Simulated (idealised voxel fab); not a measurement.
Process module under the name voxel trench capacitor
255 nm wide, 5 nm square cells: that's cross-section cut.
Heads up, the way a cross-section reads in here is a grid of square cells, handed over as bands from the top down, with every band being one or more rows of cells. The band entry comprises the height of the band's top followed by the height of its bottom, expressed in nm, and subsequently the band's materials from left to right, each stated together with its width in nm. Where a single material is marked with the word "full width", that material fills the band from edge to edge. The word "empty" represents empty space. Heights are measured from 0, the level below which the as-received wafer is all one material; the lowest band has no bottom and continues downward, written as in "0 down". Read "30..40" as a graded width: first number on top, second number at the bottom, same change between each pair of neighbouring rows. The designation "nothing was modified", where it is given for a processing step, indicates that no cell of the cross-section was altered in the course of that step. Entry "Sealed internal cavities". Content: empty spaces with no open connection to the top, size 8 cells or greater. Each: width x height at distance. Distance: from left edge. Unit: nm. Note: text after step settings on the step line = simulator remark on that step. For masked steps, "overlay nm" on the step line gives how far right of plan the mask actually lay; a minus sign means it lay to the left. The remainder of this document consists of a sequence of paired cross-sections. Each pair presents the cross-section prior to one process step together with the cross-section following it, the latter being rendered only as deep as the lowest band that underwent change. The intervening step, together with its settings, is stated beneath each pair. Because the pairs may originate from different runs of this module on the same starting wafer, a given pair is to be read as continuing from the preceding pair only where its entry headed "Prior state" so indicates.

**Prior state**
- 0 down | Si full width
- Sealed internal cavities: none

**Post-Step Snapshot**
- 10 to 0 | SiN full width
- Whatever lies below 0 is exactly as it was before.
- Sealed internal cavities: none
As a process note, the step between the before and after cross-sections shown above is CONFORMAL_DEP,material SiN,thk nm 10

Prior state: the state before this step is the cross-section shown after the step in the pair just above.

**Post-Step Snapshot**
- 30 to 10 | resist 40 | empty 25 | resist 25 | empty 25 | resist 25 | empty 25 | resist 25 | empty 25 | resist 40
- Whatever lies below 10 is exactly as it was before.
- Sealed internal cavities: none
As a process note, the step between the before and after cross-sections shown above is PATTERN,tone open,mask id TRENCH,material resist,width nm 25,pitch nm 50,thk nm 20,overlay nm 0

Prior state: the state before this step is the cross-section shown after the step in the pair just above.

**Post-Step Snapshot**
- 30 to 10 | resist 40 | empty 25 | resist 25 | empty 25 | resist 25 | empty 25 | resist 25 | empty 25 | resist 40
- 10 to 0 | SiN 40 | empty 25 | SiN 25 | empty 25 | SiN 25 | empty 25 | SiN 25 | empty 25 | SiN 40
- Whatever lies below 0 is exactly as it was before.
- Sealed internal cavities: none
As a process note, the step between the before and after cross-sections shown above is DIRECTIONAL_ETCH,etch materials SiN,depth nm 10

Prior state: the state before this step is the cross-section shown after the step in the pair just above.

**Post-Step Snapshot**
- 30 to 10 | resist 40 | empty 25 | resist 25 | empty 25 | resist 25 | empty 25 | resist 25 | empty 25 | resist 40
- 10 to 0 | SiN 40 | empty 25 | SiN 25 | empty 25 | SiN 25 | empty 25 | SiN 25 | empty 25 | SiN 40
- 0 to -30 | Si 40 | empty 25 | Si 25 | empty 25 | Si 25 | empty 25 | Si 25 | empty 25 | Si 40
- Whatever lies below -30 is exactly as it was before.
- Sealed internal cavities: none
As a process note, the step between the before and after cross-sections shown above is DIRECTIONAL_ETCH,etch materials Si,depth nm 30

Prior state: the state before this step is the cross-section shown after the step in the pair just above.

**Post-Step Snapshot**
- 10 to 0 | SiN 40 | empty 25 | SiN 25 | empty 25 | SiN 25 | empty 25 | SiN 25 | empty 25 | SiN 40
- Whatever lies below 0 is exactly as it was before.
- Sealed internal cavities: none
As a process note, the step between the before and after cross-sections shown above is STRIP,etch materials resist

Prior state: the state before this step is the cross-section shown after the step in the pair just above.

**Post-Step Snapshot**
- 15 to 10 | Al2O3 45 | empty 15 | Al2O3 35 | empty 15 | Al2O3 35 | empty 15 | Al2O3 35 | empty 15 | Al2O3 45
- 10 to 0 | SiN 40 | Al2O3 5 | empty 15 | Al2O3 5 | SiN 25 | Al2O3 5 | empty 15 | Al2O3 5 | SiN 25 | Al2O3 5 | empty 15 | Al2O3 5 | SiN 25 | Al2O3 5 | empty 15 | Al2O3 5 | SiN 40
- 0 to -25 | Si 40 | Al2O3 5 | empty 15 | Al2O3 5 | Si 25 | Al2O3 5 | empty 15 | Al2O3 5 | Si 25 | Al2O3 5 | empty 15 | Al2O3 5 | Si 25 | Al2O3 5 | empty 15 | Al2O3 5 | Si 40
- -25 to -30 | Si 40 | Al2O3 25 | Si 25 | Al2O3 25 | Si 25 | Al2O3 25 | Si 25 | Al2O3 25 | Si 40
- Whatever lies below -30 is exactly as it was before.
- Sealed internal cavities: none
As a process note, the step between the before and after cross-sections shown above is CONFORMAL_DEP,material Al2O3,thk nm 5

Prior state: the state before this step is the cross-section shown after the step in the pair just above.

**Post-Step Snapshot**
- 20 to 15 | TiN 50 | empty 5 | TiN 45 | empty 5 | TiN 45 | empty 5 | TiN 45 | empty 5 | TiN 50
- 15 to 10 | Al2O3 45 | TiN 5 | empty 5 | TiN 5 | Al2O3 35 | TiN 5 | empty 5 | TiN 5 | Al2O3 35 | TiN 5 | empty 5 | TiN 5 | Al2O3 35 | TiN 5 | empty 5 | TiN 5 | Al2O3 45
- 10 to 0 | SiN 40 | Al2O3 5 | TiN 5 | empty 5 | TiN 5 | Al2O3 5 | SiN 25 | Al2O3 5 | TiN 5 | empty 5 | TiN 5 | Al2O3 5 | SiN 25 | Al2O3 5 | TiN 5 | empty 5 | TiN 5 | Al2O3 5 | SiN 25 | Al2O3 5 | TiN 5 | empty 5 | TiN 5 | Al2O3 5 | SiN 40
- 0 to -20 | Si 40 | Al2O3 5 | TiN 5 | empty 5 | TiN 5 | Al2O3 5 | Si 25 | Al2O3 5 | TiN 5 | empty 5 | TiN 5 | Al2O3 5 | Si 25 | Al2O3 5 | TiN 5 | empty 5 | TiN 5 | Al2O3 5 | Si 25 | Al2O3 5 | TiN 5 | empty 5 | TiN 5 | Al2O3 5 | Si 40
- -20 to -25 | Si 40 | Al2O3 5 | TiN 15 | Al2O3 5 | Si 25 | Al2O3 5 | TiN 15 | Al2O3 5 | Si 25 | Al2O3 5 | TiN 15 | Al2O3 5 | Si 25 | Al2O3 5 | TiN 15 | Al2O3 5 | Si 40
- Whatever lies below -25 is exactly as it was before.
- Sealed internal cavities: none
As a process note, the step between the before and after cross-sections shown above is CONFORMAL_DEP,material TiN,thk nm 5

Prior state: the state before this step is the cross-section shown after the step in the pair just above.

**Post-Step Snapshot**
- 30 to 20 | W full width
- 20 to 15 | TiN 50 | W 5 | TiN 45 | W 5 | TiN 45 | W 5 | TiN 45 | W 5 | TiN 50
- 15 to 10 | Al2O3 45 | TiN 5 | W 5 | TiN 5 | Al2O3 35 | TiN 5 | W 5 | TiN 5 | Al2O3 35 | TiN 5 | W 5 | TiN 5 | Al2O3 35 | TiN 5 | W 5 | TiN 5 | Al2O3 45
- 10 to 0 | SiN 40 | Al2O3 5 | TiN 5 | W 5 | TiN 5 | Al2O3 5 | SiN 25 | Al2O3 5 | TiN 5 | W 5 | TiN 5 | Al2O3 5 | SiN 25 | Al2O3 5 | TiN 5 | W 5 | TiN 5 | Al2O3 5 | SiN 25 | Al2O3 5 | TiN 5 | W 5 | TiN 5 | Al2O3 5 | SiN 40
- 0 to -20 | Si 40 | Al2O3 5 | TiN 5 | W 5 | TiN 5 | Al2O3 5 | Si 25 | Al2O3 5 | TiN 5 | W 5 | TiN 5 | Al2O3 5 | Si 25 | Al2O3 5 | TiN 5 | W 5 | TiN 5 | Al2O3 5 | Si 25 | Al2O3 5 | TiN 5 | W 5 | TiN 5 | Al2O3 5 | Si 40
- Whatever lies below -20 is exactly as it was before.
- Sealed internal cavities: none
As a process note, the step between the before and after cross-sections shown above is FILL_DEP,material W,thk nm 10

Prior state: the state before this step is the cross-section shown after the step in the pair just above.

**Post-Step Snapshot**
- 10 to 0 | SiN 40 | Al2O3 5 | TiN 5 | W 5 | TiN 5 | Al2O3 5 | SiN 25 | Al2O3 5 | TiN 5 | W 5 | TiN 5 | Al2O3 5 | SiN 25 | Al2O3 5 | TiN 5 | W 5 | TiN 5 | Al2O3 5 | SiN 25 | Al2O3 5 | TiN 5 | W 5 | TiN 5 | Al2O3 5 | SiN 40
- Whatever lies below 0 is exactly as it was before.
- Sealed internal cavities: none
As a process note, the step between the before and after cross-sections shown above is CMP,height nm 10

**Prior state**
- 10 to 0 | SiN 40 | empty 25 | SiN 25 | empty 25 | SiN 25 | empty 25 | SiN 25 | empty 25 | SiN 40
- 0 to -30 | Si 40 | empty 25 | Si 25 | empty 25 | Si 25 | empty 25 | Si 25 | empty 25 | Si 40
- -30 down | Si full width
- Sealed internal cavities: none

**Post-Step Snapshot**
- 15 to 10 | TiN 45 | empty 15 | TiN 35 | empty 15 | TiN 35 | empty 15 | TiN 35 | empty 15 | TiN 45
- 10 to 0 | SiN 40 | TiN 5 | empty 15 | TiN 5 | SiN 25 | TiN 5 | empty 15 | TiN 5 | SiN 25 | TiN 5 | empty 15 | TiN 5 | SiN 25 | TiN 5 | empty 15 | TiN 5 | SiN 40
- 0 to -25 | Si 40 | TiN 5 | empty 15 | TiN 5 | Si 25 | TiN 5 | empty 15 | TiN 5 | Si 25 | TiN 5 | empty 15 | TiN 5 | Si 25 | TiN 5 | empty 15 | TiN 5 | Si 40
- -25 to -30 | Si 40 | TiN 25 | Si 25 | TiN 25 | Si 25 | TiN 25 | Si 25 | TiN 25 | Si 40
- Whatever lies below -30 is exactly as it was before.
- Sealed internal cavities: none
As a process note, the step between the before and after cross-sections shown above is CONFORMAL_DEP,material TiN,thk nm 5

Prior state: the state before this step is the cross-section shown after the step in the pair just above.

**Post-Step Snapshot**
- 25 to 15 | W full width
- 15 to 10 | TiN 45 | W 15 | TiN 35 | W 15 | TiN 35 | W 15 | TiN 35 | W 15 | TiN 45
- 10 to 0 | SiN 40 | TiN 5 | W 15 | TiN 5 | SiN 25 | TiN 5 | W 15 | TiN 5 | SiN 25 | TiN 5 | W 15 | TiN 5 | SiN 25 | TiN 5 | W 15 | TiN 5 | SiN 40
- 0 to -25 | Si 40 | TiN 5 | W 15 | TiN 5 | Si 25 | TiN 5 | W 15 | TiN 5 | Si 25 | TiN 5 | W 15 | TiN 5 | Si 25 | TiN 5 | W 15 | TiN 5 | Si 40
- Whatever lies below -25 is exactly as it was before.
- Sealed internal cavities: none
As a process note, the step between the before and after cross-sections shown above is FILL_DEP,material W,thk nm 10

Prior state: the state before this step is the cross-section shown after the step in the pair just above.

**Post-Step Snapshot**
- 10 to 0 | SiN 40 | TiN 5 | W 15 | TiN 5 | SiN 25 | TiN 5 | W 15 | TiN 5 | SiN 25 | TiN 5 | W 15 | TiN 5 | SiN 25 | TiN 5 | W 15 | TiN 5 | SiN 40
- Whatever lies below 0 is exactly as it was before.
- Sealed internal cavities: none
As a process note, the step between the before and after cross-sections shown above is CMP,height nm 10

**Prior state**
- 30 to 10 | resist 40 | empty 25 | resist 25 | empty 25 | resist 25 | empty 25 | resist 25 | empty 25 | resist 40
- 10 to 0 | SiN 40 | empty 25 | SiN 25 | empty 25 | SiN 25 | empty 25 | SiN 25 | empty 25 | SiN 40
- 0 to -30 | Si 40 | empty 25 | Si 25 | empty 25 | Si 25 | empty 25 | Si 25 | empty 25 | Si 40
- -30 down | Si full width
- Sealed internal cavities: none

**Post-Step Snapshot**
- 30 to 10 | resist 40 | empty 25 | resist 25 | empty 25 | resist 25 | empty 25 | resist 25 | empty 25 | resist 40
- 10 to 0 | SiN 40 | empty 25 | SiN 25 | empty 25 | SiN 25 | empty 25 | SiN 25 | empty 25 | SiN 40
- 0 to -60 | Si 40 | empty 25 | Si 25 | empty 25 | Si 25 | empty 25 | Si 25 | empty 25 | Si 40
- Whatever lies below -60 is exactly as it was before.
- Sealed internal cavities: none
As a process note, the step between the before and after cross-sections shown above is DIRECTIONAL_ETCH,etch materials Si,depth nm 30

Prior state: the state before this step is the cross-section shown after the step in the pair just above.

**Post-Step Snapshot**
- 10 to 0 | SiN 40 | empty 25 | SiN 25 | empty 25 | SiN 25 | empty 25 | SiN 25 | empty 25 | SiN 40
- Whatever lies below 0 is exactly as it was before.
- Sealed internal cavities: none
As a process note, the step between the before and after cross-sections shown above is STRIP,etch materials resist

Prior state: the state before this step is the cross-section shown after the step in the pair just above.

**Post-Step Snapshot**
- 15 to 10 | Al2O3 45 | empty 15 | Al2O3 35 | empty 15 | Al2O3 35 | empty 15 | Al2O3 35 | empty 15 | Al2O3 45
- 10 to 0 | SiN 40 | Al2O3 5 | empty 15 | Al2O3 5 | SiN 25 | Al2O3 5 | empty 15 | Al2O3 5 | SiN 25 | Al2O3 5 | empty 15 | Al2O3 5 | SiN 25 | Al2O3 5 | empty 15 | Al2O3 5 | SiN 40
- 0 to -55 | Si 40 | Al2O3 5 | empty 15 | Al2O3 5 | Si 25 | Al2O3 5 | empty 15 | Al2O3 5 | Si 25 | Al2O3 5 | empty 15 | Al2O3 5 | Si 25 | Al2O3 5 | empty 15 | Al2O3 5 | Si 40
- -55 to -60 | Si 40 | Al2O3 25 | Si 25 | Al2O3 25 | Si 25 | Al2O3 25 | Si 25 | Al2O3 25 | Si 40
- Whatever lies below -60 is exactly as it was before.
- Sealed internal cavities: none
As a process note, the step between the before and after cross-sections shown above is CONFORMAL_DEP,material Al2O3,thk nm 5

Prior state: the state before this step is the cross-section shown after the step in the pair just above.

**Post-Step Snapshot**
- 20 to 15 | TiN 50 | empty 5 | TiN 45 | empty 5 | TiN 45 | empty 5 | TiN 45 | empty 5 | TiN 50
- 15 to 10 | Al2O3 45 | TiN 5 | empty 5 | TiN 5 | Al2O3 35 | TiN 5 | empty 5 | TiN 5 | Al2O3 35 | TiN 5 | empty 5 | TiN 5 | Al2O3 35 | TiN 5 | empty 5 | TiN 5 | Al2O3 45
- 10 to 0 | SiN 40 | Al2O3 5 | TiN 5 | empty 5 | TiN 5 | Al2O3 5 | SiN 25 | Al2O3 5 | TiN 5 | empty 5 | TiN 5 | Al2O3 5 | SiN 25 | Al2O3 5 | TiN 5 | empty 5 | TiN 5 | Al2O3 5 | SiN 25 | Al2O3 5 | TiN 5 | empty 5 | TiN 5 | Al2O3 5 | SiN 40
- 0 to -50 | Si 40 | Al2O3 5 | TiN 5 | empty 5 | TiN 5 | Al2O3 5 | Si 25 | Al2O3 5 | TiN 5 | empty 5 | TiN 5 | Al2O3 5 | Si 25 | Al2O3 5 | TiN 5 | empty 5 | TiN 5 | Al2O3 5 | Si 25 | Al2O3 5 | TiN 5 | empty 5 | TiN 5 | Al2O3 5 | Si 40
- -50 to -55 | Si 40 | Al2O3 5 | TiN 15 | Al2O3 5 | Si 25 | Al2O3 5 | TiN 15 | Al2O3 5 | Si 25 | Al2O3 5 | TiN 15 | Al2O3 5 | Si 25 | Al2O3 5 | TiN 15 | Al2O3 5 | Si 40
- Whatever lies below -55 is exactly as it was before.
- Sealed internal cavities: none
As a process note, the step between the before and after cross-sections shown above is CONFORMAL_DEP,material TiN,thk nm 5

Prior state: the state before this step is the cross-section shown after the step in the pair just above.

**Post-Step Snapshot**
- 30 to 20 | W full width
- 20 to 15 | TiN 50 | W 5 | TiN 45 | W 5 | TiN 45 | W 5 | TiN 45 | W 5 | TiN 50
- 15 to 10 | Al2O3 45 | TiN 5 | W 5 | TiN 5 | Al2O3 35 | TiN 5 | W 5 | TiN 5 | Al2O3 35 | TiN 5 | W 5 | TiN 5 | Al2O3 35 | TiN 5 | W 5 | TiN 5 | Al2O3 45
- 10 to 0 | SiN 40 | Al2O3 5 | TiN 5 | W 5 | TiN 5 | Al2O3 5 | SiN 25 | Al2O3 5 | TiN 5 | W 5 | TiN 5 | Al2O3 5 | SiN 25 | Al2O3 5 | TiN 5 | W 5 | TiN 5 | Al2O3 5 | SiN 25 | Al2O3 5 | TiN 5 | W 5 | TiN 5 | Al2O3 5 | SiN 40
- 0 to -50 | Si 40 | Al2O3 5 | TiN 5 | W 5 | TiN 5 | Al2O3 5 | Si 25 | Al2O3 5 | TiN 5 | W 5 | TiN 5 | Al2O3 5 | Si 25 | Al2O3 5 | TiN 5 | W 5 | TiN 5 | Al2O3 5 | Si 25 | Al2O3 5 | TiN 5 | W 5 | TiN 5 | Al2O3 5 | Si 40
- Whatever lies below -50 is exactly as it was before.
- Sealed internal cavities: none
As a process note, the step between the before and after cross-sections shown above is FILL_DEP,material W,thk nm 10

Prior state: the state before this step is the cross-section shown after the step in the pair just above.

**Post-Step Snapshot**
- 10 to 0 | SiN 40 | Al2O3 5 | TiN 5 | W 5 | TiN 5 | Al2O3 5 | SiN 25 | Al2O3 5 | TiN 5 | W 5 | TiN 5 | Al2O3 5 | SiN 25 | Al2O3 5 | TiN 5 | W 5 | TiN 5 | Al2O3 5 | SiN 25 | Al2O3 5 | TiN 5 | W 5 | TiN 5 | Al2O3 5 | SiN 40
- Whatever lies below 0 is exactly as it was before.
- Sealed internal cavities: none
As a process note, the step between the before and after cross-sections shown above is CMP,height nm 10

**Prior state**
- 15 to 10 | TiN 45 | empty 15 | TiN 35 | empty 15 | TiN 35 | empty 15 | TiN 35 | empty 15 | TiN 45
- 10 to 0 | SiN 40 | TiN 5 | empty 15 | TiN 5 | SiN 25 | TiN 5 | empty 15 | TiN 5 | SiN 25 | TiN 5 | empty 15 | TiN 5 | SiN 25 | TiN 5 | empty 15 | TiN 5 | SiN 40
- 0 to -25 | Si 40 | TiN 5 | empty 15 | TiN 5 | Si 25 | TiN 5 | empty 15 | TiN 5 | Si 25 | TiN 5 | empty 15 | TiN 5 | Si 25 | TiN 5 | empty 15 | TiN 5 | Si 40
- -25 to -30 | Si 40 | TiN 25 | Si 25 | TiN 25 | Si 25 | TiN 25 | Si 25 | TiN 25 | Si 40
- -30 down | Si full width
- Sealed internal cavities: none

**Post-Step Snapshot**
- 20 to 15 | Al2O3 50 | empty 5 | Al2O3 45 | empty 5 | Al2O3 45 | empty 5 | Al2O3 45 | empty 5 | Al2O3 50
- 15 to 10 | TiN 45 | Al2O3 5 | empty 5 | Al2O3 5 | TiN 35 | Al2O3 5 | empty 5 | Al2O3 5 | TiN 35 | Al2O3 5 | empty 5 | Al2O3 5 | TiN 35 | Al2O3 5 | empty 5 | Al2O3 5 | TiN 45
- 10 to 0 | SiN 40 | TiN 5 | Al2O3 5 | empty 5 | Al2O3 5 | TiN 5 | SiN 25 | TiN 5 | Al2O3 5 | empty 5 | Al2O3 5 | TiN 5 | SiN 25 | TiN 5 | Al2O3 5 | empty 5 | Al2O3 5 | TiN 5 | SiN 25 | TiN 5 | Al2O3 5 | empty 5 | Al2O3 5 | TiN 5 | SiN 40
- 0 to -20 | Si 40 | TiN 5 | Al2O3 5 | empty 5 | Al2O3 5 | TiN 5 | Si 25 | TiN 5 | Al2O3 5 | empty 5 | Al2O3 5 | TiN 5 | Si 25 | TiN 5 | Al2O3 5 | empty 5 | Al2O3 5 | TiN 5 | Si 25 | TiN 5 | Al2O3 5 | empty 5 | Al2O3 5 | TiN 5 | Si 40
- -20 to -25 | Si 40 | TiN 5 | Al2O3 15 | TiN 5 | Si 25 | TiN 5 | Al2O3 15 | TiN 5 | Si 25 | TiN 5 | Al2O3 15 | TiN 5 | Si 25 | TiN 5 | Al2O3 15 | TiN 5 | Si 40
- Whatever lies below -25 is exactly as it was before.
- Sealed internal cavities: none
As a process note, the step between the before and after cross-sections shown above is CONFORMAL_DEP,material Al2O3,thk nm 5

Prior state: the state before this step is the cross-section shown after the step in the pair just above.

**Post-Step Snapshot**
- 30 to 20 | W full width
- 20 to 15 | Al2O3 50 | W 5 | Al2O3 45 | W 5 | Al2O3 45 | W 5 | Al2O3 45 | W 5 | Al2O3 50
- 15 to 10 | TiN 45 | Al2O3 5 | W 5 | Al2O3 5 | TiN 35 | Al2O3 5 | W 5 | Al2O3 5 | TiN 35 | Al2O3 5 | W 5 | Al2O3 5 | TiN 35 | Al2O3 5 | W 5 | Al2O3 5 | TiN 45
- 10 to 0 | SiN 40 | TiN 5 | Al2O3 5 | W 5 | Al2O3 5 | TiN 5 | SiN 25 | TiN 5 | Al2O3 5 | W 5 | Al2O3 5 | TiN 5 | SiN 25 | TiN 5 | Al2O3 5 | W 5 | Al2O3 5 | TiN 5 | SiN 25 | TiN 5 | Al2O3 5 | W 5 | Al2O3 5 | TiN 5 | SiN 40
- 0 to -20 | Si 40 | TiN 5 | Al2O3 5 | W 5 | Al2O3 5 | TiN 5 | Si 25 | TiN 5 | Al2O3 5 | W 5 | Al2O3 5 | TiN 5 | Si 25 | TiN 5 | Al2O3 5 | W 5 | Al2O3 5 | TiN 5 | Si 25 | TiN 5 | Al2O3 5 | W 5 | Al2O3 5 | TiN 5 | Si 40
- Whatever lies below -20 is exactly as it was before.
- Sealed internal cavities: none
As a process note, the step between the before and after cross-sections shown above is FILL_DEP,material W,thk nm 10

Prior state: the state before this step is the cross-section shown after the step in the pair just above.

**Post-Step Snapshot**
- 10 to 0 | SiN 40 | TiN 5 | Al2O3 5 | W 5 | Al2O3 5 | TiN 5 | SiN 25 | TiN 5 | Al2O3 5 | W 5 | Al2O3 5 | TiN 5 | SiN 25 | TiN 5 | Al2O3 5 | W 5 | Al2O3 5 | TiN 5 | SiN 25 | TiN 5 | Al2O3 5 | W 5 | Al2O3 5 | TiN 5 | SiN 40
- Whatever lies below 0 is exactly as it was before.
- Sealed internal cavities: none
As a process note, the step between the before and after cross-sections shown above is CMP,height nm 10

**Prior state**
- 30 to 10 | resist 40 | empty 25 | resist 25 | empty 25 | resist 25 | empty 25 | resist 25 | empty 25 | resist 40
- 10 to 0 | SiN 40 | empty 25 | SiN 25 | empty 25 | SiN 25 | empty 25 | SiN 25 | empty 25 | SiN 40
- 0 down | Si full width
- Sealed internal cavities: none

**Post-Step Snapshot**
- 30 to 10 | resist 40 | empty 25 | resist 25 | empty 25 | resist 25 | empty 25 | resist 25 | empty 25 | resist 40
- 10 to 0 | SiN 40 | empty 25 | SiN 25 | empty 25 | SiN 25 | empty 25 | SiN 25 | empty 25 | SiN 40
- 0 to -40 | Si 40 | empty 25 | Si 25 | empty 25 | Si 25 | empty 25 | Si 25 | empty 25 | Si 40
- Whatever lies below -40 is exactly as it was before.
- Sealed internal cavities: none
As a process note, the step between the before and after cross-sections shown above is DIRECTIONAL_ETCH,etch materials Si,depth nm 40

Prior state: the state before this step is the cross-section shown after the step in the pair just above.

**Post-Step Snapshot**
- 10 to 0 | SiN 40 | empty 25 | SiN 25 | empty 25 | SiN 25 | empty 25 | SiN 25 | empty 25 | SiN 40
- Whatever lies below 0 is exactly as it was before.
- Sealed internal cavities: none
As a process note, the step between the before and after cross-sections shown above is STRIP,etch materials resist

Prior state: the state before this step is the cross-section shown after the step in the pair just above.

**Post-Step Snapshot**
- 15 to 10 | Al2O3 45 | empty 15 | Al2O3 35 | empty 15 | Al2O3 35 | empty 15 | Al2O3 35 | empty 15 | Al2O3 45
- 10 to 0 | SiN 40 | Al2O3 5 | empty 15 | Al2O3 5 | SiN 25 | Al2O3 5 | empty 15 | Al2O3 5 | SiN 25 | Al2O3 5 | empty 15 | Al2O3 5 | SiN 25 | Al2O3 5 | empty 15 | Al2O3 5 | SiN 40
- 0 to -35 | Si 40 | Al2O3 5 | empty 15 | Al2O3 5 | Si 25 | Al2O3 5 | empty 15 | Al2O3 5 | Si 25 | Al2O3 5 | empty 15 | Al2O3 5 | Si 25 | Al2O3 5 | empty 15 | Al2O3 5 | Si 40
- -35 to -40 | Si 40 | Al2O3 25 | Si 25 | Al2O3 25 | Si 25 | Al2O3 25 | Si 25 | Al2O3 25 | Si 40
- Whatever lies below -40 is exactly as it was before.
- Sealed internal cavities: none
As a process note, the step between the before and after cross-sections shown above is CONFORMAL_DEP,material Al2O3,thk nm 5

Prior state: the state before this step is the cross-section shown after the step in the pair just above.

**Post-Step Snapshot**
- 20 to 15 | TiN 50 | empty 5 | TiN 45 | empty 5 | TiN 45 | empty 5 | TiN 45 | empty 5 | TiN 50
- 15 to 10 | Al2O3 45 | TiN 5 | empty 5 | TiN 5 | Al2O3 35 | TiN 5 | empty 5 | TiN 5 | Al2O3 35 | TiN 5 | empty 5 | TiN 5 | Al2O3 35 | TiN 5 | empty 5 | TiN 5 | Al2O3 45
- 10 to 0 | SiN 40 | Al2O3 5 | TiN 5 | empty 5 | TiN 5 | Al2O3 5 | SiN 25 | Al2O3 5 | TiN 5 | empty 5 | TiN 5 | Al2O3 5 | SiN 25 | Al2O3 5 | TiN 5 | empty 5 | TiN 5 | Al2O3 5 | SiN 25 | Al2O3 5 | TiN 5 | empty 5 | TiN 5 | Al2O3 5 | SiN 40
- 0 to -30 | Si 40 | Al2O3 5 | TiN 5 | empty 5 | TiN 5 | Al2O3 5 | Si 25 | Al2O3 5 | TiN 5 | empty 5 | TiN 5 | Al2O3 5 | Si 25 | Al2O3 5 | TiN 5 | empty 5 | TiN 5 | Al2O3 5 | Si 25 | Al2O3 5 | TiN 5 | empty 5 | TiN 5 | Al2O3 5 | Si 40
- -30 to -35 | Si 40 | Al2O3 5 | TiN 15 | Al2O3 5 | Si 25 | Al2O3 5 | TiN 15 | Al2O3 5 | Si 25 | Al2O3 5 | TiN 15 | Al2O3 5 | Si 25 | Al2O3 5 | TiN 15 | Al2O3 5 | Si 40
- Whatever lies below -35 is exactly as it was before.
- Sealed internal cavities: none
As a process note, the step between the before and after cross-sections shown above is CONFORMAL_DEP,material TiN,thk nm 5

Prior state: the state before this step is the cross-section shown after the step in the pair just above.

**Post-Step Snapshot**
- 30 to 20 | W full width
- 20 to 15 | TiN 50 | W 5 | TiN 45 | W 5 | TiN 45 | W 5 | TiN 45 | W 5 | TiN 50
- 15 to 10 | Al2O3 45 | TiN 5 | W 5 | TiN 5 | Al2O3 35 | TiN 5 | W 5 | TiN 5 | Al2O3 35 | TiN 5 | W 5 | TiN 5 | Al2O3 35 | TiN 5 | W 5 | TiN 5 | Al2O3 45
- 10 to 0 | SiN 40 | Al2O3 5 | TiN 5 | W 5 | TiN 5 | Al2O3 5 | SiN 25 | Al2O3 5 | TiN 5 | W 5 | TiN 5 | Al2O3 5 | SiN 25 | Al2O3 5 | TiN 5 | W 5 | TiN 5 | Al2O3 5 | SiN 25 | Al2O3 5 | TiN 5 | W 5 | TiN 5 | Al2O3 5 | SiN 40
- 0 to -30 | Si 40 | Al2O3 5 | TiN 5 | W 5 | TiN 5 | Al2O3 5 | Si 25 | Al2O3 5 | TiN 5 | W 5 | TiN 5 | Al2O3 5 | Si 25 | Al2O3 5 | TiN 5 | W 5 | TiN 5 | Al2O3 5 | Si 25 | Al2O3 5 | TiN 5 | W 5 | TiN 5 | Al2O3 5 | Si 40
- Whatever lies below -30 is exactly as it was before.
- Sealed internal cavities: none
As a process note, the step between the before and after cross-sections shown above is FILL_DEP,material W,thk nm 10

Prior state: the state before this step is the cross-section shown after the step in the pair just above.

**Post-Step Snapshot**
- 10 to 0 | SiN 40 | Al2O3 5 | TiN 5 | W 5 | TiN 5 | Al2O3 5 | SiN 25 | Al2O3 5 | TiN 5 | W 5 | TiN 5 | Al2O3 5 | SiN 25 | Al2O3 5 | TiN 5 | W 5 | TiN 5 | Al2O3 5 | SiN 25 | Al2O3 5 | TiN 5 | W 5 | TiN 5 | Al2O3 5 | SiN 40
- Whatever lies below 0 is exactly as it was before.
- Sealed internal cavities: none
As a process note, the step between the before and after cross-sections shown above is CMP,height nm 10

**Prior state**
- 10 to 0 | SiN full width
- 0 down | Si full width
- Sealed internal cavities: none

**Post-Step Snapshot**
- 30 to 10 | resist 45 | empty 20 | resist 30 | empty 20 | resist 30 | empty 20 | resist 30 | empty 20 | resist 40
- Whatever lies below 10 is exactly as it was before.
- Sealed internal cavities: none
As a process note, the step between the before and after cross-sections shown above is PATTERN,tone open,mask id TRENCH,material resist,width nm 20,pitch nm 50,thk nm 20,overlay nm 0

Prior state: the state before this step is the cross-section shown after the step in the pair just above.

**Post-Step Snapshot**
- 30 to 10 | resist 45 | empty 20 | resist 30 | empty 20 | resist 30 | empty 20 | resist 30 | empty 20 | resist 40
- 10 to 0 | SiN 45 | empty 20 | SiN 30 | empty 20 | SiN 30 | empty 20 | SiN 30 | empty 20 | SiN 40
- Whatever lies below 0 is exactly as it was before.
- Sealed internal cavities: none
As a process note, the step between the before and after cross-sections shown above is DIRECTIONAL_ETCH,etch materials SiN,depth nm 10

Prior state: the state before this step is the cross-section shown after the step in the pair just above.

**Post-Step Snapshot**
- 30 to 10 | resist 45 | empty 20 | resist 30 | empty 20 | resist 30 | empty 20 | resist 30 | empty 20 | resist 40
- 10 to 0 | SiN 45 | empty 20 | SiN 30 | empty 20 | SiN 30 | empty 20 | SiN 30 | empty 20 | SiN 40
- 0 to -30 | Si 45 | empty 20 | Si 30 | empty 20 | Si 30 | empty 20 | Si 30 | empty 20 | Si 40
- Whatever lies below -30 is exactly as it was before.
- Sealed internal cavities: none
As a process note, the step between the before and after cross-sections shown above is DIRECTIONAL_ETCH,etch materials Si,depth nm 30

Prior state: the state before this step is the cross-section shown after the step in the pair just above.

**Post-Step Snapshot**
- 10 to 0 | SiN 45 | empty 20 | SiN 30 | empty 20 | SiN 30 | empty 20 | SiN 30 | empty 20 | SiN 40
- Whatever lies below 0 is exactly as it was before.
- Sealed internal cavities: none
As a process note, the step between the before and after cross-sections shown above is STRIP,etch materials resist

Prior state: the state before this step is the cross-section shown after the step in the pair just above.

**Post-Step Snapshot**
- 15 to 10 | Al2O3 50 | empty 10 | Al2O3 40 | empty 10 | Al2O3 40 | empty 10 | Al2O3 40 | empty 10 | Al2O3 45
- 10 to 0 | SiN 45 | Al2O3 5 | empty 10 | Al2O3 5 | SiN 30 | Al2O3 5 | empty 10 | Al2O3 5 | SiN 30 | Al2O3 5 | empty 10 | Al2O3 5 | SiN 30 | Al2O3 5 | empty 10 | Al2O3 5 | SiN 40
- 0 to -25 | Si 45 | Al2O3 5 | empty 10 | Al2O3 5 | Si 30 | Al2O3 5 | empty 10 | Al2O3 5 | Si 30 | Al2O3 5 | empty 10 | Al2O3 5 | Si 30 | Al2O3 5 | empty 10 | Al2O3 5 | Si 40
- -25 to -30 | Si 45 | Al2O3 20 | Si 30 | Al2O3 20 | Si 30 | Al2O3 20 | Si 30 | Al2O3 20 | Si 40
- Whatever lies below -30 is exactly as it was before.
- Sealed internal cavities: none
As a process note, the step between the before and after cross-sections shown above is CONFORMAL_DEP,material Al2O3,thk nm 5
